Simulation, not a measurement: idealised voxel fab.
Proc. module: voxel fin reveal
Cross-sectional view cut (width: 220 nm; square cell size: 5 nm).
When this document writes out a cross-section, it uses a grid of square cells and lists it as bands, beginning at the top and moving down, with a band standing for one or more rows of cells.
Heights first: top, then bottom, in nm. Then materials, left to right, each with a width in nm. "throughout" on a single material: fills the band edge to edge. "blank": empty space.
The level at which height equals 0 is the one under which the wafer, as it arrives, is entirely one material. No lower edge exists for the bottom band, which continues downward and is notated as in "0 and below".
So if you see something like "30 to 40" for the width, read it as the top row of the band sitting at the first number and the bottom row at the second, with every row in between moving by the same amount as the last.
When a step is marked "nothing was modified", none of the cells in the cross-section changed during that step.
Closed empty spaces (no open way to the top) of 8 cells or more are what "Sealed internal voids" lists, each as width x height at distance from the left edge, nm for all three.
Past the settings on a step's line: simulator remark, on that step.
"overlay nm" on a masked step: distance the mask lay right of its planned place, negative for left.
Read each pair as before and after one process step. The after cross-section shows only down to the lowest band that changed. The step between them and its settings are given below the pair. Pairs can come from different runs of this module on the same starting wafer. A pair continues from the pair above only where its "Pre-step condition" entry says so.

# Pre-step condition
    0 and below  Si throughout
    Sealed internal voids: none

# Cross-Section After Step
    10 down to 0  SiN throughout
    Nothing below the height 0 has changed.
    Sealed internal voids: none
Between the two cross-sections shown above lies CONFORMAL_DEP: material SiN, thk nm 10

Pre-step condition: cross-section not repeated; it is the one shown after the step in the pair just above.

# Cross-Section After Step
    30 down to 10  blank (85); resist (15); blank (20); resist (15); blank (85)
    Nothing below the height 10 has changed.
    Sealed internal voids: none
Between the two cross-sections shown above lies PATTERN: tone cover, mask id FINS, material resist, width nm 15, pitch nm 35, thk nm 20, overlay nm 0

Pre-step condition: cross-section not repeated; it is the one shown after the step in the pair just above.

# Cross-Section After Step
    30 down to 10  blank (85); resist (15); blank (20); resist (15); blank (85)
    10 down to 0  blank (85); SiN (15); blank (20); SiN (15); blank (85)
    Nothing below the height 0 has changed.
    Sealed internal voids: none
Between the two cross-sections shown above lies DIRECTIONAL_ETCH: etch materials SiN, depth nm 10

Pre-step condition: cross-section not repeated; it is the one shown after the step in the pair just above.

# Cross-Section After Step
    30 down to 10  blank (85); resist (15); blank (20); resist (15); blank (85)
    10 down to 0  blank (85); SiN (15); blank (20); SiN (15); blank (85)
    0 down to -30  blank (85); Si (15); blank (20); Si (15); blank (85)
    Nothing below the height -30 has changed.
    Sealed internal voids: none
Between the two cross-sections shown above lies DIRECTIONAL_ETCH: etch materials Si, depth nm 30

Pre-step condition: cross-section not repeated; it is the one shown after the step in the pair just above.

# Cross-Section After Step
    10 down to 0  blank (85); SiN (15); blank (20); SiN (15); blank (85)
    Nothing below the height 0 has changed.
    Sealed internal voids: none
Between the two cross-sections shown above lies STRIP: etch materials resist

Pre-step condition: cross-section not repeated; it is the one shown after the step in the pair just above.

# Cross-Section After Step
    25 down to 10  SiO2 throughout
    10 down to 0  SiO2 (85); SiN (15); SiO2 (20); SiN (15); SiO2 (85)
    0 down to -30  SiO2 (85); Si (15); SiO2 (20); Si (15); SiO2 (85)
    Nothing below the height -30 has changed.
    Sealed internal voids: none
Between the two cross-sections shown above lies FILL_DEP: material SiO2, thk nm 15

Pre-step condition: cross-section not repeated; it is the one shown after the step in the pair just above.

# Cross-Section After Step
    10 down to 0  SiO2 (85); SiN (15); SiO2 (20); SiN (15); SiO2 (85)
    Nothing below the height 0 has changed.
    Sealed internal voids: none
Between the two cross-sections shown above lies CMP: height nm 10

Pre-step condition: cross-section not repeated; it is the one shown after the step in the pair just above.

# Cross-Section After Step
    10 down to 0  blank (85); SiN (15); blank (20); SiN (15); blank (85)
    0 down to -15  blank (85); Si (15); blank (20); Si (15); blank (85)
    Nothing below the height -15 has changed.
    Sealed internal voids: none
Between the two cross-sections shown above lies SELECTIVE_ETCH: etch materials SiO2, depth nm 25

Pre-step condition: cross-section not repeated; it is the one shown after the step in the pair just above.

# Cross-Section After Step
    0 down to -15  blank (85); Si (15); blank (20); Si (15); blank (85)
    Nothing below the height -15 has changed.
    Sealed internal voids: none
Between the two cross-sections shown above lies STRIP: etch materials SiN

# Pre-step condition
    25 down to 10  SiO2 throughout
    10 down to 0  SiO2 (85); SiN (15); SiO2 (20); SiN (15); SiO2 (85)
    0 down to -30  SiO2 (85); Si (15); SiO2 (20); Si (15); SiO2 (85)
    -30 and below  Si throughout
    Sealed internal voids: none

# Cross-Section After Step
    10 down to 0  blank (85); SiN (15); blank (20); SiN (15); blank (85)
    Nothing below the height 0 has changed.
    Sealed internal voids: none
Between the two cross-sections shown above lies SELECTIVE_ETCH: etch materials SiO2, depth nm 25

Pre-step condition: cross-section not repeated; it is the one shown after the step in the pair just above.

# Cross-Section After Step
    0 down to -30  SiO2 (85); Si (15); SiO2 (20); Si (15); SiO2 (85)
    Nothing below the height -30 has changed.
    Sealed internal voids: none
Between the two cross-sections shown above lies STRIP: etch materials SiN

# Pre-step condition
    30 down to 10  blank (85); resist (15); blank (20); resist (15); blank (85)
    10 down to 0  blank (85); SiN (15); blank (20); SiN (15); blank (85)
    0 down to -30  blank (85); Si (15); blank (20); Si (15); blank (85)
    -30 and below  Si throughout
    Sealed internal voids: none

# Cross-Section After Step
    30 down to 10  blank (85); resist (15); blank (20); resist (15); blank (85)
    10 down to 0  blank (85); SiN (15); blank (20); SiN (15); blank (85)
    0 down to -60  blank (85); Si (15); blank (20); Si (15); blank (85)
    Nothing below the height -60 has changed.
    Sealed internal voids: none
Between the two cross-sections shown above lies DIRECTIONAL_ETCH: etch materials Si, depth nm 30

Pre-step condition: cross-section not repeated; it is the one shown after the step in the pair just above.

# Cross-Section After Step
    10 down to 0  blank (85); SiN (15); blank (20); SiN (15); blank (85)
    Nothing below the height 0 has changed.
    Sealed internal voids: none
Between the two cross-sections shown above lies STRIP: etch materials resist

Pre-step condition: cross-section not repeated; it is the one shown after the step in the pair just above.

# Cross-Section After Step
    25 down to 10  SiO2 throughout
    10 down to 0  SiO2 (85); SiN (15); SiO2 (20); SiN (15); SiO2 (85)
    0 down to -60  SiO2 (85); Si (15); SiO2 (20); Si (15); SiO2 (85)
    Nothing below the height -60 has changed.
    Sealed internal voids: none
Between the two cross-sections shown above lies FILL_DEP: material SiO2, thk nm 15

Pre-step condition: cross-section not repeated; it is the one shown after the step in the pair just above.

# Cross-Section After Step
    10 down to 0  SiO2 (85); SiN (15); SiO2 (20); SiN (15); SiO2 (85)
    Nothing below the height 0 has changed.
    Sealed internal voids: none
Between the two cross-sections shown above lies CMP: height nm 10

Pre-step condition: cross-section not repeated; it is the one shown after the step in the pair just above.

# Cross-Section After Step
    10 down to 0  blank (85); SiN (15); blank (20); SiN (15); blank (85)
    0 down to -15  blank (85); Si (15); blank (20); Si (15); blank (85)
    Nothing below the height -15 has changed.
    Sealed internal voids: none
Between the two cross-sections shown above lies SELECTIVE_ETCH: etch materials SiO2, depth nm 25

Pre-step condition: cross-section not repeated; it is the one shown after the step in the pair just above.

# Cross-Section After Step
    0 down to -15  blank (85); Si (15); blank (20); Si (15); blank (85)
    Nothing below the height -15 has changed.
    Sealed internal voids: none
Between the two cross-sections shown above lies STRIP: etch materials SiN

# Pre-step condition
    10 down to 0  SiO2 (85); SiN (15); SiO2 (20); SiN (15); SiO2 (85)
    0 down to -30  SiO2 (85); Si (15); SiO2 (20); Si (15); SiO2 (85)
    -30 and below  Si throughout
    Sealed internal voids: none

# Cross-Section After Step
    10 down to 0  SiO2 (85); blank (15); SiO2 (20); blank (15); SiO2 (85)
    Nothing below the height 0 has changed.
    Sealed internal voids: none
Between the two cross-sections shown above lies STRIP: etch materials SiN

Pre-step condition: cross-section not repeated; it is the one shown after the step in the pair just above.

# Cross-Section After Step
    0 down to -15  blank (85); Si (15); blank (20); Si (15); blank (85)
    -15 down to -25  SiO2 (60); blank (25); Si (15); blank (20); Si (15); blank (25); SiO2 (60)
    Nothing below the height -25 has changed.
    Sealed internal voids: none
Between the two cross-sections shown above lies SELECTIVE_ETCH: etch materials SiO2, depth nm 25

# Pre-step condition
    30 down to 10  blank (85); resist (15); blank (20); resist (15); blank (85)
    10 down to 0  blank (85); SiN (15); blank (20); SiN (15); blank (85)
    0 and below  Si throughout
    Sealed internal voids: none

# Cross-Section After Step
    30 down to 10  blank (85); resist (15); blank (20); resist (15); blank (85)
    10 down to 0  blank (85); SiN (15); blank (20); SiN (15); blank (85)
    0 down to -35  blank (85); Si (15); blank (20); Si (15); blank (85)
    Nothing below the height -35 has changed.
    Sealed internal voids: none
Between the two cross-sections shown above lies DIRECTIONAL_ETCH: etch materials Si, depth nm 35

Pre-step condition: cross-section not repeated; it is the one shown after the step in the pair just above.

# Cross-Section After Step
    10 down to 0  blank (85); SiN (15); blank (20); SiN (15); blank (85)
    Nothing below the height 0 has changed.
    Sealed internal voids: none
Between the two cross-sections shown above lies STRIP: etch materials resist

Pre-step condition: cross-section not repeated; it is the one shown after the step in the pair just above.

# Cross-Section After Step
    25 down to 10  SiO2 throughout
    10 down to 0  SiO2 (85); SiN (15); SiO2 (20); SiN (15); SiO2 (85)
    0 down to -35  SiO2 (85); Si (15); SiO2 (20); Si (15); SiO2 (85)
    Nothing below the height -35 has changed.
    Sealed internal voids: none
Between the two cross-sections shown above lies FILL_DEP: material SiO2, thk nm 15

Pre-step condition: cross-section not repeated; it is the one shown after the step in the pair just above.

# Cross-Section After Step
    10 down to 0  SiO2 (85); SiN (15); SiO2 (20); SiN (15); SiO2 (85)
    Nothing below the height 0 has changed.
    Sealed internal voids: none
Between the two cross-sections shown above lies CMP: height nm 10

Pre-step condition: cross-section not repeated; it is the one shown after the step in the pair just above.

# Cross-Section After Step
    10 down to 0  blank (85); SiN (15); blank (20); SiN (15); blank (85)
    0 down to -15  blank (85); Si (15); blank (20); Si (15); blank (85)
    Nothing below the height -15 has changed.
    Sealed internal voids: none
Between the two cross-sections shown above lies SELECTIVE_ETCH: etch materials SiO2, depth nm 25

Pre-step condition: cross-section not repeated; it is the one shown after the step in the pair just above.

# Cross-Section After Step
    0 down to -15  blank (85); Si (15); blank (20); Si (15); blank (85)
    Nothing below the height -15 has changed.
    Sealed internal voids: none
Between the two cross-sections shown above lies STRIP: etch materials SiN

# Pre-step condition
    10 down to 0  SiN throughout
    0 and below  Si throughout
    Sealed internal voids: none

# Cross-Section After Step
    30 down to 10  blank (85); resist (20); blank (15); resist (20); blank (80)
    Nothing below the height 10 has changed.
    Sealed internal voids: none
Between the two cross-sections shown above lies PATTERN: tone cover, mask id FINS, material resist, width nm 20, pitch nm 35, thk nm 20, overlay nm 0

Pre-step condition: cross-section not repeated; it is the one shown after the step in the pair just above.

# Cross-Section After Step
    30 down to 10  blank (85); resist (20); blank (15); resist (20); blank (80)
    10 down to 0  blank (85); SiN (20); blank (15); SiN (20); blank (80)
    Nothing below the height 0 has changed.
    Sealed internal voids: none
Between the two cross-sections shown above lies DIRECTIONAL_ETCH: etch materials SiN, depth nm 10

Pre-step condition: cross-section not repeated; it is the one shown after the step in the pair just above.

# Cross-Section After Step
    30 down to 10  blank (85); resist (20); blank (15); resist (20); blank (80)
    10 down to 0  blank (85); SiN (20); blank (15); SiN (20); blank (80)
    0 down to -30  blank (85); Si (20); blank (15); Si (20); blank (80)
    Nothing below the height -30 has changed.
    Sealed internal voids: none
Between the two cross-sections shown above lies DIRECTIONAL_ETCH: etch materials Si, depth nm 30

Pre-step condition: cross-section not repeated; it is the one shown after the step in the pair just above.

# Cross-Section After Step
    10 down to 0  blank (85); SiN (20); blank (15); SiN (20); blank (80)
    Nothing below the height 0 has changed.
    Sealed internal voids: none
Between the two cross-sections shown above lies STRIP: etch materials resist

Pre-step condition: cross-section not repeated; it is the one shown after the step in the pair just above.

# Cross-Section After Step
    25 down to 10  SiO2 throughout
    10 down to 0  SiO2 (85); SiN (20); SiO2 (15); SiN (20); SiO2 (80)
    0 down to -30  SiO2 (85); Si (20); SiO2 (15); Si (20); SiO2 (80)
    Nothing below the height -30 has changed.
    Sealed internal voids: none
Between the two cross-sections shown above lies FILL_DEP: material SiO2, thk nm 15

Pre-step condition: cross-section not repeated; it is the one shown after the step in the pair just above.

# Cross-Section After Step
    10 down to 0  SiO2 (85); SiN (20); SiO2 (15); SiN (20); SiO2 (80)
    Nothing below the height 0 has changed.
    Sealed internal voids: none
Between the two cross-sections shown above lies CMP: height nm 10

Pre-step condition: cross-section not repeated; it is the one shown after the step in the pair just above.

# Cross-Section After Step
    10 down to 0  blank (85); SiN (20); blank (15); SiN (20); blank (80)
    0 down to -15  blank (85); Si (20); blank (15); Si (20); blank (80)
    Nothing below the height -15 has changed.
    Sealed internal voids: none
Between the two cross-sections shown above lies SELECTIVE_ETCH: etch materials SiO2, depth nm 25

Pre-step condition: cross-section not repeated; it is the one shown after the step in the pair just above.

# Cross-Section After Step
    0 down to -15  blank (85); Si (20); blank (15); Si (20); blank (80)
    Nothing below the height -15 has changed.
    Sealed internal voids: none
Between the two cross-sections shown above lies STRIP: etch materials SiN

# Pre-step condition
    10 down to 0  SiN throughout
    0 and below  Si throughout
    Sealed internal voids: none

# Cross-Section After Step
    30 down to 10  blank (90); resist (15); blank (20); resist (15); blank (80)
    Nothing below the height 10 has changed.
    Sealed internal voids: none
Between the two cross-sections shown above lies PATTERN: tone cover, mask id FINS, material resist, width nm 15, pitch nm 35, thk nm 20, overlay nm 5

Pre-step condition: cross-section not repeated; it is the one shown after the step in the pair just above.

# Cross-Section After Step
    30 down to 10  blank (90); resist (15); blank (20); resist (15); blank (80)
    10 down to 0  blank (90); SiN (15); blank (20); SiN (15); blank (80)
    Nothing below the height 0 has changed.
    Sealed internal voids: none
Between the two cross-sections shown above lies DIRECTIONAL_ETCH: etch materials SiN, depth nm 10

Pre-step condition: cross-section not repeated; it is the one shown after the step in the pair just above.

# Cross-Section After Step
    30 down to 10  blank (90); resist (15); blank (20); resist (15); blank (80)
    10 down to 0  blank (90); SiN (15); blank (20); SiN (15); blank (80)
    0 down to -30  blank (90); Si (15); blank (20); Si (15); blank (80)
    Nothing below the height -30 has changed.
    Sealed internal voids: none
Between the two cross-sections shown above lies DIRECTIONAL_ETCH: etch materials Si, depth nm 30

Pre-step condition: cross-section not repeated; it is the one shown after the step in the pair just above.

# Cross-Section After Step
    10 down to 0  blank (90); SiN (15); blank (20); SiN (15); blank (80)
    Nothing below the height 0 has changed.
    Sealed internal voids: none
Between the two cross-sections shown above lies STRIP: etch materials resist

Pre-step condition: cross-section not repeated; it is the one shown after the step in the pair just above.

# Cross-Section After Step
    25 down to 10  SiO2 throughout
    10 down to 0  SiO2 (90); SiN (15); SiO2 (20); SiN (15); SiO2 (80)
    0 down to -30  SiO2 (90); Si (15); SiO2 (20); Si (15); SiO2 (80)
    Nothing below the height -30 has changed.
    Sealed internal voids: none
Between the two cross-sections shown above lies FILL_DEP: material SiO2, thk nm 15

Pre-step condition: cross-section not repeated; it is the one shown after the step in the pair just above.

# Cross-Section After Step
    10 down to 0  SiO2 (90); SiN (15); SiO2 (20); SiN (15); SiO2 (80)
    Nothing below the height 0 has changed.
    Sealed internal voids: none
Between the two cross-sections shown above lies CMP: height nm 10

Pre-step condition: cross-section not repeated; it is the one shown after the step in the pair just above.

# Cross-Section After Step
    10 down to 0  blank (90); SiN (15); blank (20); SiN (15); blank (80)
    0 down to -15  blank (90); Si (15); blank (20); Si (15); blank (80)
    Nothing below the height -15 has changed.
    Sealed internal voids: none
Between the two cross-sections shown above lies SELECTIVE_ETCH: etch materials SiO2, depth nm 25

Pre-step condition: cross-section not repeated; it is the one shown after the step in the pair just above.

# Cross-Section After Step
    0 down to -15  blank (90); Si (15); blank (20); Si (15); blank (80)
    Nothing below the height -15 has changed.
    Sealed internal voids: none
Between the two cross-sections shown above lies STRIP: etch materials SiN

# Pre-step condition
    10 down to 0  blank (85); SiN (15); blank (20); SiN (15); blank (85)
    0 down to -15  blank (85); Si (15); blank (20); Si (15); blank (85)
    -15 down to -30  SiO2 (85); Si (15); SiO2 (20); Si (15); SiO2 (85)
    -30 and below  Si throughout
    Sealed internal voids: none

# Cross-Section After Step
    10 down to 0  blank (85); SiN (15); blank (20); SiN (15); blank (85)
    0 down to -30  blank (85); Si (15); blank (20); Si (15); blank (85)
    Nothing below the height -30 has changed.
    Sealed internal voids: none
Between the two cross-sections shown above lies STRIP: etch materials SiO2

# Pre-step condition
    10 down to 0  SiN throughout
    0 and below  Si throughout
    Sealed internal voids: none

# Cross-Section After Step
    30 down to 10  resist (85); blank (15); resist (20); blank (15); resist (85)
    Nothing below the height 10 has changed.
    Sealed internal voids: none
Between the two cross-sections shown above lies PATTERN: tone open, mask id FINS, material resist, width nm 15, pitch nm 35, thk nm 20, overlay nm 0

Pre-step condition: cross-section not repeated; it is the one shown after the step in the pair just above.

# Cross-Section After Step
    30 down to 10  resist (85); blank (15); resist (20); blank (15); resist (85)
    10 down to 0  SiN (85); blank (15); SiN (20); blank (15); SiN (85)
    Nothing below the height 0 has changed.
    Sealed internal voids: none
Between the two cross-sections shown above lies DIRECTIONAL_ETCH: etch materials SiN, depth nm 10

Pre-step condition: cross-section not repeated; it is the one shown after the step in the pair just above.

# Cross-Section After Step
    30 down to 10  resist (85); blank (15); resist (20); blank (15); resist (85)
    10 down to 0  SiN (85); blank (15); SiN (20); blank (15); SiN (85)
    0 down to -30  Si (85); blank (15); Si (20); blank (15); Si (85)
    Nothing below the height -30 has changed.
    Sealed internal voids: none
Between the two cross-sections shown above lies DIRECTIONAL_ETCH: etch materials Si, depth nm 30

Pre-step condition: cross-section not repeated; it is the one shown after the step in the pair just above.

# Cross-Section After Step
    10 down to 0  SiN (85); blank (15); SiN (20); blank (15); SiN (85)
    Nothing below the height 0 has changed.
    Sealed internal voids: none
Between the two cross-sections shown above lies STRIP: etch materials resist

Pre-step condition: cross-section not repeated; it is the one shown after the step in the pair just above.

# Cross-Section After Step
    25 down to 10  SiO2 throughout
    10 down to 0  SiN (85); SiO2 (15); SiN (20); SiO2 (15); SiN (85)
    0 down to -30  Si (85); SiO2 (15); Si (20); SiO2 (15); Si (85)
    Nothing below the height -30 has changed.
    Sealed internal voids: none
Between the two cross-sections shown above lies FILL_DEP: material SiO2, thk nm 15

Pre-step condition: cross-section not repeated; it is the one shown after the step in the pair just above.

# Cross-Section After Step
    10 down to 0  SiN (85); SiO2 (15); SiN (20); SiO2 (15); SiN (85)
    Nothing below the height 0 has changed.
    Sealed internal voids: none
Between the two cross-sections shown above lies CMP: height nm 10

Pre-step condition: cross-section not repeated; it is the one shown after the step in the pair just above.

# Cross-Section After Step
    10 down to 0  SiN (85); blank (15); SiN (20); blank (15); SiN (85)
    0 down to -15  Si (85); blank (15); Si (20); blank (15); Si (85)
    Nothing below the height -15 has changed.
    Sealed internal voids: none
Between the two cross-sections shown above lies SELECTIVE_ETCH: etch materials SiO2, depth nm 25

Pre-step condition: cross-section not repeated; it is the one shown after the step in the pair just above.

# Cross-Section After Step
    0 down to -15  Si (85); blank (15); Si (20); blank (15); Si (85)
    Nothing below the height -15 has changed.
    Sealed internal voids: none
Between the two cross-sections shown above lies STRIP: etch materials SiN
